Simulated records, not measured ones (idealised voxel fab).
The name of this process module is voxel transistor to metal.
The width of the displayed cross-section, cut, is 195 nm; its cells are square, with a size of 5 nm.
Each cross-section below is a grid of square cells, stated as bands in top-down order, with one or more rows of cells making up each band.
A band entry consists of two parts. The first gives the height of the band's top and the height of its bottom, in nm. The rest lists the band's materials from left to right, each with its width in nm. A single material labelled with the word "throughout" fills the band from edge to edge, and the word "empty" marks empty space.
Height datum 0, below which the as-received substrate wafer is one material. Lowest band open at the bottom, running downward: "0 -> down".
The two numbers in a width such as "30 to 40" mark its ends across the band: the first belongs to the top row of cells, the second to the bottom row, and from each row to the next the width moves by the same amount.
Step note "no change occurred" = no cross-section cell changed.
This entry, "Fully closed voids", enumerates those empty regions of no fewer than 8 cells that possess no open connection to the top. Each region is reported in the form width x height at distance, the distance being taken from the left edge, with all three quantities expressed in nm.
What comes after the settings on a step's line is commentary from the simulator itself on that step.
overlay nm: for a step with a mask, the amount by which the mask lay right of where it was planned; a negative amount means left of it.
**So here's the lineup of process steps we planned**
1: RECEIVE,material Si
2: CONFORMAL_DEP,material SiO2,thk nm 5
3: CONFORMAL_DEP,material SiN,thk nm 10
4: DIRECTIONAL_DEP,material aC,thk nm 10
5: PATTERN,tone cover,mask id ACTIVE,material resist,width nm 115,thk nm 25,overlay nm 0
6: DIRECTIONAL_ETCH,etch materials aC,depth nm 10
7: STRIP,etch materials resist
8: DIRECTIONAL_ETCH,etch materials SiN,depth nm 10
9: DIRECTIONAL_ETCH,etch materials SiO2,depth nm 5
10: DIRECTIONAL_ETCH,etch materials Si,depth nm 25
11: STRIP,etch materials aC
12: FILL_DEP,material SiO2,thk nm 5
13: CMP,height nm 15
14: SELECTIVE_ETCH,etch materials SiO2,depth nm 10
15: STRIP,etch materials SiN
16: SELECTIVE_ETCH,etch materials SiO2,depth nm 5
17: OXIDIZE,depth nm 5
18: DIRECTIONAL_DEP,material polySi,thk nm 25
19: DIRECTIONAL_DEP,material SiCN,thk nm 15
20: MASKED_ETCH,tone cover,mask id GATE,width nm 25,etch materials SiCN,depth nm 25,overlay nm 0
21: MASKED_ETCH,tone cover,mask id GATE,width nm 25,etch materials polySi,depth nm 35,overlay nm 0
22: CONFORMAL_DEP,material SiO2,thk nm 5
23: DIRECTIONAL_ETCH,etch materials SiO2,depth nm 5
24: CONFORMAL_DEP,material SiN,thk nm 10
25: DIRECTIONAL_ETCH,etch materials SiN,depth nm 10
26: DIRECTIONAL_ETCH,etch materials SiO2,depth nm 5
27: DIRECTIONAL_ETCH,etch materials Si,depth nm 5
28: EPI,material SiGe,thk nm 10
29: FILL_DEP,material SiO2,thk nm 5
30: CMP,height nm 25
31: STRIP,etch materials polySi
32: SELECTIVE_ETCH,etch materials SiO2,depth nm 5
33: CONFORMAL_DEP,material HfO2,thk nm 5
34: CONFORMAL_DEP,material TiN,thk nm 5
35: FILL_DEP,material W,thk nm 5
36: CMP,height nm 20
37: DIRECTIONAL_DEP,material SiO2,thk nm 10
38: MASKED_ETCH,tone open,mask id CONTACT,width nm 20,pitch nm 75,etch materials SiO2,depth nm 30,overlay nm 0
39: CONFORMAL_DEP,material TiN,thk nm 5
40: FILL_DEP,material W,thk nm 5
41: CMP,height nm 30
42: CONFORMAL_DEP,material SiCN,thk nm 5
43: DIRECTIONAL_DEP,material SiO2,thk nm 15
44: DIRECTIONAL_DEP,material aC,thk nm 15
45: PATTERN,tone open,mask id METAL_1,material resist,width nm 20,pitch nm 75,thk nm 30,overlay nm 0
46: DIRECTIONAL_ETCH,etch materials aC,depth nm 15
47: STRIP,etch materials resist
48: DIRECTIONAL_ETCH,etch materials SiO2,depth nm 15
49: DIRECTIONAL_ETCH,etch materials SiCN,depth nm 5
50: STRIP,etch materials aC
51: CONFORMAL_DEP,material TiN,thk nm 5
52: FILL_DEP,material Ru,thk nm 5
53: CMP,height nm 50
54: CONFORMAL_DEP,material SiN,thk nm 5
**First wafer, two in total, run as planned**
**Cross-section, incoming material, after step 1**
0 -> down  Si throughout
Fully closed voids: none
**After step 2, in cross-section**
5 -> 0  SiO2 throughout
Heights below 0 show no change.
**After step 3, in cross-section**
15 -> 5  SiN throughout
Heights below 5 show no change.
**After step 4, in cross-section**
25 -> 15  aC throughout
Heights below 15 show no change.
**After step 5, in cross-section**
50 -> 25  empty: 40, then resist: 115, then empty: 40
Heights below 25 show no change.
**After step 6, in cross-section**
40 -> 25  empty: 40, then resist: 115, then empty: 40
25 -> 15  empty: 40, then aC: 115, then empty: 40
Heights below 15 show no change.
**After step 7, in cross-section**
25 -> 15  empty: 40, then aC: 115, then empty: 40
Heights below 15 show no change.
**After step 8, in cross-section**
25 -> 15  empty: 40, then aC: 115, then empty: 40
15 -> 5  empty: 40, then SiN: 115, then empty: 40
Heights below 5 show no change.
**After step 9, in cross-section**
25 -> 15  empty: 40, then aC: 115, then empty: 40
15 -> 5  empty: 40, then SiN: 115, then empty: 40
5 -> 0  empty: 40, then SiO2: 115, then empty: 40
Heights below 0 show no change.
**After step 10, in cross-section**
25 -> 15  empty: 40, then aC: 115, then empty: 40
15 -> 5  empty: 40, then SiN: 115, then empty: 40
5 -> 0  empty: 40, then SiO2: 115, then empty: 40
0 -> -25  empty: 40, then Si: 115, then empty: 40
Heights below -25 show no change.
**After step 11, in cross-section**
15 -> 5  empty: 40, then SiN: 115, then empty: 40
Heights below 5 show no change.
**After step 12, in cross-section**
20 -> 15  SiO2 throughout
15 -> 5  SiO2: 40, then SiN: 115, then SiO2: 40
5 -> 0  SiO2 throughout
0 -> -25  SiO2: 40, then Si: 115, then SiO2: 40
Heights below -25 show no change.
**After step 13, in cross-section**
15 -> 5  SiO2: 40, then SiN: 115, then SiO2: 40
Heights below 5 show no change.
**After step 14, in cross-section**
15 -> 5  empty: 40, then SiN: 115, then empty: 40
Heights below 5 show no change.
**After step 15, in cross-section**
5 -> 0  SiO2 throughout
Heights below 0 show no change.
**After step 16, in cross-section**
0 -> -25  SiO2: 40, then Si: 115, then SiO2: 40
Heights below -25 show no change.
**After step 17, in cross-section**
0 -> -5  SiO2 throughout
Heights below -5 show no change.
**After step 18, in cross-section**
25 -> 0  polySi throughout
Heights below 0 show no change.
**After step 19, in cross-section**
40 -> 25  SiCN throughout
Heights below 25 show no change.
**After step 20, in cross-section**
40 -> 25  empty: 85, then SiCN: 25, then empty: 85
Heights below 25 show no change.
**After step 21, in cross-section**
40 -> 25  empty: 85, then SiCN: 25, then empty: 85
25 -> 0  empty: 85, then polySi: 25, then empty: 85
Heights below 0 show no change.
**After step 22, in cross-section**
45 -> 40  empty: 80, then SiO2: 35, then empty: 80
40 -> 25  empty: 80, then SiO2: 5, then SiCN: 25, then SiO2: 5, then empty: 80
25 -> 5  empty: 80, then SiO2: 5, then polySi: 25, then SiO2: 5, then empty: 80
5 -> 0  SiO2: 85, then polySi: 25, then SiO2: 85
Heights below 0 show no change.
**After step 23, in cross-section**
40 -> 25  empty: 80, then SiO2: 5, then SiCN: 25, then SiO2: 5, then empty: 80
25 -> 0  empty: 80, then SiO2: 5, then polySi: 25, then SiO2: 5, then empty: 80
Heights below 0 show no change.
**After step 24, in cross-section**
50 -> 40  empty: 70, then SiN: 55, then empty: 70
40 -> 25  empty: 70, then SiN: 10, then SiO2: 5, then SiCN: 25, then SiO2: 5, then SiN: 10, then empty: 70
25 -> 10  empty: 70, then SiN: 10, then SiO2: 5, then polySi: 25, then SiO2: 5, then SiN: 10, then empty: 70
10 -> 0  SiN: 80, then SiO2: 5, then polySi: 25, then SiO2: 5, then SiN: 80
Heights below 0 show no change.
**After step 25, in cross-section**
40 -> 25  empty: 70, then SiN: 10, then SiO2: 5, then SiCN: 25, then SiO2: 5, then SiN: 10, then empty: 70
25 -> 0  empty: 70, then SiN: 10, then SiO2: 5, then polySi: 25, then SiO2: 5, then SiN: 10, then empty: 70
Heights below 0 show no change.
**After step 26, in cross-section**
40 -> 35  empty: 70, then SiN: 10, then empty: 5, then SiCN: 25, then empty: 5, then SiN: 10, then empty: 70
35 -> 25  empty: 70, then SiN: 10, then SiO2: 5, then SiCN: 25, then SiO2: 5, then SiN: 10, then empty: 70
25 -> 0  empty: 70, then SiN: 10, then SiO2: 5, then polySi: 25, then SiO2: 5, then SiN: 10, then empty: 70
0 -> -5  empty: 70, then SiO2: 55, then empty: 70
Heights below -5 show no change.
**After step 27, in cross-section**
40 -> 35  empty: 70, then SiN: 10, then empty: 5, then SiCN: 25, then empty: 5, then SiN: 10, then empty: 70
35 -> 25  empty: 70, then SiN: 10, then SiO2: 5, then SiCN: 25, then SiO2: 5, then SiN: 10, then empty: 70
25 -> 0  empty: 70, then SiN: 10, then SiO2: 5, then polySi: 25, then SiO2: 5, then SiN: 10, then empty: 70
0 -> -5  empty: 70, then SiO2: 55, then empty: 70
-5 -> -10  SiO2: 40, then empty: 30, then Si: 55, then empty: 30, then SiO2: 40
Heights below -10 show no change.
**After step 28, in cross-section**
40 -> 35  empty: 70, then SiN: 10, then empty: 5, then SiCN: 25, then empty: 5, then SiN: 10, then empty: 70
35 -> 25  empty: 70, then SiN: 10, then SiO2: 5, then SiCN: 25, then SiO2: 5, then SiN: 10, then empty: 70
25 -> 5  empty: 70, then SiN: 10, then SiO2: 5, then polySi: 25, then SiO2: 5, then SiN: 10, then empty: 70
5 -> 0  empty: 60, then SiGe: 10, then SiN: 10, then SiO2: 5, then polySi: 25, then SiO2: 5, then SiN: 10, then SiGe: 10, then empty: 60
0 -> -5  empty: 35, then SiGe: 35, then SiO2: 55, then SiGe: 35, then empty: 35
-5 -> -10  SiO2: 40, then SiGe: 30, then Si: 55, then SiGe: 30, then SiO2: 40
Heights below -10 show no change.
**After step 29, in cross-section**
45 -> 40  SiO2 throughout
40 -> 25  SiO2: 70, then SiN: 10, then SiO2: 5, then SiCN: 25, then SiO2: 5, then SiN: 10, then SiO2: 70
25 -> 5  SiO2: 70, then SiN: 10, then SiO2: 5, then polySi: 25, then SiO2: 5, then SiN: 10, then SiO2: 70
5 -> 0  SiO2: 60, then SiGe: 10, then SiN: 10, then SiO2: 5, then polySi: 25, then SiO2: 5, then SiN: 10, then SiGe: 10, then SiO2: 60
0 -> -5  SiO2: 35, then SiGe: 35, then SiO2: 55, then SiGe: 35, then SiO2: 35
Heights below -5 show no change.
**After step 30, in cross-section**
25 -> 5  SiO2: 70, then SiN: 10, then SiO2: 5, then polySi: 25, then SiO2: 5, then SiN: 10, then SiO2: 70
Heights below 5 show no change.
**After step 31, in cross-section**
25 -> 5  SiO2: 70, then SiN: 10, then SiO2: 5, then empty: 25, then SiO2: 5, then SiN: 10, then SiO2: 70
5 -> 0  SiO2: 60, then SiGe: 10, then SiN: 10, then SiO2: 5, then empty: 25, then SiO2: 5, then SiN: 10, then SiGe: 10, then SiO2: 60
Heights below 0 show no change.
**After step 32, in cross-section**
25 -> 20  empty: 70, then SiN: 10, then empty: 35, then SiN: 10, then empty: 70
20 -> 5  SiO2: 70, then SiN: 10, then empty: 35, then SiN: 10, then SiO2: 70
5 -> 0  SiO2: 60, then SiGe: 10, then SiN: 10, then empty: 35, then SiN: 10, then SiGe: 10, then SiO2: 60
0 -> -5  SiO2: 35, then SiGe: 35, then SiO2: 10, then empty: 35, then SiO2: 10, then SiGe: 35, then SiO2: 35
Heights below -5 show no change.
**After step 33, in cross-section**
30 -> 25  empty: 65, then HfO2: 20, then empty: 25, then HfO2: 20, then empty: 65
25 -> 20  HfO2: 70, then SiN: 10, then HfO2: 5, then empty: 25, then HfO2: 5, then SiN: 10, then HfO2: 70
20 -> 5  SiO2: 70, then SiN: 10, then HfO2: 5, then empty: 25, then HfO2: 5, then SiN: 10, then SiO2: 70
5 -> 0  SiO2: 60, then SiGe: 10, then SiN: 10, then HfO2: 5, then empty: 25, then HfO2: 5, then SiN: 10, then SiGe: 10, then SiO2: 60
0 -> -5  SiO2: 35, then SiGe: 35, then SiO2: 10, then HfO2: 35, then SiO2: 10, then SiGe: 35, then SiO2: 35
Heights below -5 show no change.
**After step 34, in cross-section**
35 -> 30  empty: 60, then TiN: 30, then empty: 15, then TiN: 30, then empty: 60
30 -> 25  TiN: 65, then HfO2: 20, then TiN: 5, then empty: 15, then TiN: 5, then HfO2: 20, then TiN: 65
25 -> 20  HfO2: 70, then SiN: 10, then HfO2: 5, then TiN: 5, then empty: 15, then TiN: 5, then HfO2: 5, then SiN: 10, then HfO2: 70
20 -> 5  SiO2: 70, then SiN: 10, then HfO2: 5, then TiN: 5, then empty: 15, then TiN: 5, then HfO2: 5, then SiN: 10, then SiO2: 70
5 -> 0  SiO2: 60, then SiGe: 10, then SiN: 10, then HfO2: 5, then TiN: 25, then HfO2: 5, then SiN: 10, then SiGe: 10, then SiO2: 60
Heights below 0 show no change.
**After step 35, in cross-section**
40 -> 35  W throughout
35 -> 30  W: 60, then TiN: 30, then W: 15, then TiN: 30, then W: 60
30 -> 25  TiN: 65, then HfO2: 20, then TiN: 5, then W: 15, then TiN: 5, then HfO2: 20, then TiN: 65
25 -> 20  HfO2: 70, then SiN: 10, then HfO2: 5, then TiN: 5, then W: 15, then TiN: 5, then HfO2: 5, then SiN: 10, then HfO2: 70
20 -> 5  SiO2: 70, then SiN: 10, then HfO2: 5, then TiN: 5, then W: 15, then TiN: 5, then HfO2: 5, then SiN: 10, then SiO2: 70
Heights below 5 show no change.
**After step 36, in cross-section**
20 -> 5  SiO2: 70, then SiN: 10, then HfO2: 5, then TiN: 5, then W: 15, then TiN: 5, then HfO2: 5, then SiN: 10, then SiO2: 70
Heights below 5 show no change.
**After step 37, in cross-section**
30 -> 20  SiO2 throughout
Heights below 20 show no change.
**After step 38, in cross-section**
30 -> 20  SiO2: 50, then empty: 20, then SiO2: 55, then empty: 20, then SiO2: 50
20 -> 5  SiO2: 50, then empty: 20, then SiN: 10, then HfO2: 5, then TiN: 5, then W: 15, then TiN: 5, then HfO2: 5, then SiN: 10, then empty: 20, then SiO2: 50
5 -> 0  SiO2: 50, then empty: 10, then SiGe: 10, then SiN: 10, then HfO2: 5, then TiN: 25, then HfO2: 5, then SiN: 10, then SiGe: 10, then empty: 10, then SiO2: 50
Heights below 0 show no change.
**After step 39, in cross-section**
35 -> 30  TiN: 55, then empty: 10, then TiN: 65, then empty: 10, then TiN: 55
30 -> 20  SiO2: 50, then TiN: 5, then empty: 10, then TiN: 5, then SiO2: 55, then TiN: 5, then empty: 10, then TiN: 5, then SiO2: 50
20 -> 10  SiO2: 50, then TiN: 5, then empty: 10, then TiN: 5, then SiN: 10, then HfO2: 5, then TiN: 5, then W: 15, then TiN: 5, then HfO2: 5, then SiN: 10, then TiN: 5, then empty: 10, then TiN: 5, then SiO2: 50
10 -> 5  SiO2: 50, then TiN: 20, then SiN: 10, then HfO2: 5, then TiN: 5, then W: 15, then TiN: 5, then HfO2: 5, then SiN: 10, then TiN: 20, then SiO2: 50
5 -> 0  SiO2: 50, then TiN: 10, then SiGe: 10, then SiN: 10, then HfO2: 5, then TiN: 25, then HfO2: 5, then SiN: 10, then SiGe: 10, then TiN: 10, then SiO2: 50
Heights below 0 show no change.
**After step 40, in cross-section**
40 -> 35  W throughout
35 -> 30  TiN: 55, then W: 10, then TiN: 65, then W: 10, then TiN: 55
30 -> 20  SiO2: 50, then TiN: 5, then W: 10, then TiN: 5, then SiO2: 55, then TiN: 5, then W: 10, then TiN: 5, then SiO2: 50
20 -> 10  SiO2: 50, then TiN: 5, then W: 10, then TiN: 5, then SiN: 10, then HfO2: 5, then TiN: 5, then W: 15, then TiN: 5, then HfO2: 5, then SiN: 10, then TiN: 5, then W: 10, then TiN: 5, then SiO2: 50
Heights below 10 show no change.
**After step 41, in cross-section**
30 -> 20  SiO2: 50, then TiN: 5, then W: 10, then TiN: 5, then SiO2: 55, then TiN: 5, then W: 10, then TiN: 5, then SiO2: 50
Heights below 20 show no change.
**After step 42, in cross-section**
35 -> 30  SiCN throughout
Heights below 30 show no change.
**After step 43, in cross-section**
50 -> 35  SiO2 throughout
Heights below 35 show no change.
**After step 44, in cross-section**
65 -> 50  aC throughout
Heights below 50 show no change.
**After step 45, in cross-section**
95 -> 65  resist: 50, then empty: 20, then resist: 55, then empty: 20, then resist: 50
Heights below 65 show no change.
**After step 46, in cross-section**
80 -> 65  resist: 50, then empty: 20, then resist: 55, then empty: 20, then resist: 50
65 -> 50  aC: 50, then empty: 20, then aC: 55, then empty: 20, then aC: 50
Heights below 50 show no change.
**After step 47, in cross-section**
65 -> 50  aC: 50, then empty: 20, then aC: 55, then empty: 20, then aC: 50
Heights below 50 show no change.
**After step 48, in cross-section**
65 -> 50  aC: 50, then empty: 20, then aC: 55, then empty: 20, then aC: 50
50 -> 35  SiO2: 50, then empty: 20, then SiO2: 55, then empty: 20, then SiO2: 50
Heights below 35 show no change.
**After step 49, in cross-section**
65 -> 50  aC: 50, then empty: 20, then aC: 55, then empty: 20, then aC: 50
50 -> 35  SiO2: 50, then empty: 20, then SiO2: 55, then empty: 20, then SiO2: 50
35 -> 30  SiCN: 50, then empty: 20, then SiCN: 55, then empty: 20, then SiCN: 50
Heights below 30 show no change.
**After step 50, in cross-section**
50 -> 35  SiO2: 50, then empty: 20, then SiO2: 55, then empty: 20, then SiO2: 50
Heights below 35 show no change.
**After step 51, in cross-section**
55 -> 50  TiN: 55, then empty: 10, then TiN: 65, then empty: 10, then TiN: 55
50 -> 35  SiO2: 50, then TiN: 5, then empty: 10, then TiN: 5, then SiO2: 55, then TiN: 5, then empty: 10, then TiN: 5, then SiO2: 50
35 -> 30  SiCN: 50, then TiN: 20, then SiCN: 55, then TiN: 20, then SiCN: 50
Heights below 30 show no change.
**After step 52, in cross-section**
60 -> 55  Ru throughout
55 -> 50  TiN: 55, then Ru: 10, then TiN: 65, then Ru: 10, then TiN: 55
50 -> 35  SiO2: 50, then TiN: 5, then Ru: 10, then TiN: 5, then SiO2: 55, then TiN: 5, then Ru: 10, then TiN: 5, then SiO2: 50
Heights below 35 show no change.
**After step 53, in cross-section**
50 -> 35  SiO2: 50, then TiN: 5, then Ru: 10, then TiN: 5, then SiO2: 55, then TiN: 5, then Ru: 10, then TiN: 5, then SiO2: 50
Heights below 35 show no change.
**After step 54, in cross-section**
55 -> 50  SiN throughout
Heights below 50 show no change.
**The second wafer began exactly as the first did and followed the same plan, but one mistake was made while running it; through step 49 inclusive, the two wafers are identical**
**Cross-section of the second wafer at the time by which step 50 should have been completed according to the plan**
65 -> 50  aC: 50, then empty: 20, then aC: 55, then empty: 20, then aC: 50
50 -> 35  SiO2: 50, then empty: 20, then SiO2: 55, then empty: 20, then SiO2: 50
35 -> 30  SiCN: 50, then empty: 20, then SiCN: 55, then empty: 20, then SiCN: 50
30 -> 20  SiO2: 50, then empty: 20, then SiO2: 55, then empty: 20, then SiO2: 50
20 -> 5  SiO2: 50, then empty: 20, then SiN: 10, then HfO2: 5, then TiN: 5, then W: 15, then TiN: 5, then HfO2: 5, then SiN: 10, then empty: 20, then SiO2: 50
5 -> 0  SiO2: 50, then empty: 10, then SiGe: 10, then SiN: 10, then HfO2: 5, then TiN: 25, then HfO2: 5, then SiN: 10, then SiGe: 10, then empty: 10, then SiO2: 50
Heights below 0 show no change.
**Cross-section of the second wafer at the time by which step 51 should have been completed according to the plan**
70 -> 65  TiN: 55, then empty: 10, then TiN: 65, then empty: 10, then TiN: 55
65 -> 50  aC: 50, then TiN: 5, then empty: 10, then TiN: 5, then aC: 55, then TiN: 5, then empty: 10, then TiN: 5, then aC: 50
50 -> 35  SiO2: 50, then TiN: 5, then empty: 10, then TiN: 5, then SiO2: 55, then TiN: 5, then empty: 10, then TiN: 5, then SiO2: 50
35 -> 30  SiCN: 50, then TiN: 5, then empty: 10, then TiN: 5, then SiCN: 55, then TiN: 5, then empty: 10, then TiN: 5, then SiCN: 50
30 -> 20  SiO2: 50, then TiN: 5, then empty: 10, then TiN: 5, then SiO2: 55, then TiN: 5, then empty: 10, then TiN: 5, then SiO2: 50
20 -> 10  SiO2: 50, then TiN: 5, then empty: 10, then TiN: 5, then SiN: 10, then HfO2: 5, then TiN: 5, then W: 15, then TiN: 5, then HfO2: 5, then SiN: 10, then TiN: 5, then empty: 10, then TiN: 5, then SiO2: 50
10 -> 5  SiO2: 50, then TiN: 20, then SiN: 10, then HfO2: 5, then TiN: 5, then W: 15, then TiN: 5, then HfO2: 5, then SiN: 10, then TiN: 20, then SiO2: 50
5 -> 0  SiO2: 50, then TiN: 10, then SiGe: 10, then SiN: 10, then HfO2: 5, then TiN: 25, then HfO2: 5, then SiN: 10, then SiGe: 10, then TiN: 10, then SiO2: 50
Heights below 0 show no change.
**Cross-section of the second wafer at the time by which step 52 should have been completed according to the plan**
75 -> 70  Ru throughout
70 -> 65  TiN: 55, then Ru: 10, then TiN: 65, then Ru: 10, then TiN: 55
65 -> 50  aC: 50, then TiN: 5, then Ru: 10, then TiN: 5, then aC: 55, then TiN: 5, then Ru: 10, then TiN: 5, then aC: 50
50 -> 35  SiO2: 50, then TiN: 5, then Ru: 10, then TiN: 5, then SiO2: 55, then TiN: 5, then Ru: 10, then TiN: 5, then SiO2: 50
35 -> 30  SiCN: 50, then TiN: 5, then Ru: 10, then TiN: 5, then SiCN: 55, then TiN: 5, then Ru: 10, then TiN: 5, then SiCN: 50
30 -> 20  SiO2: 50, then TiN: 5, then Ru: 10, then TiN: 5, then SiO2: 55, then TiN: 5, then Ru: 10, then TiN: 5, then SiO2: 50
20 -> 10  SiO2: 50, then TiN: 5, then Ru: 10, then TiN: 5, then SiN: 10, then HfO2: 5, then TiN: 5, then W: 15, then TiN: 5, then HfO2: 5, then SiN: 10, then TiN: 5, then Ru: 10, then TiN: 5, then SiO2: 50
Heights below 10 show no change.
**Cross-section of the second wafer at the time by which step 53 should have been completed according to the plan**
50 -> 35  SiO2: 50, then TiN: 5, then Ru: 10, then TiN: 5, then SiO2: 55, then TiN: 5, then Ru: 10, then TiN: 5, then SiO2: 50
Heights below 35 show no change.
**Cross-section of the second wafer at the time by which step 54 should have been completed according to the plan**
55 -> 50  SiN throughout
Heights below 50 show no change.
Short version of what went wrong: step 50 was run on a setting that differed from the plan, and what really ran there is STRIP,etch materials TiN
Counted in cells at the end, the second wafer holds more or fewer of these materials than the first: 20 more of Ru | 4 fewer of TiN | 16 fewer of W
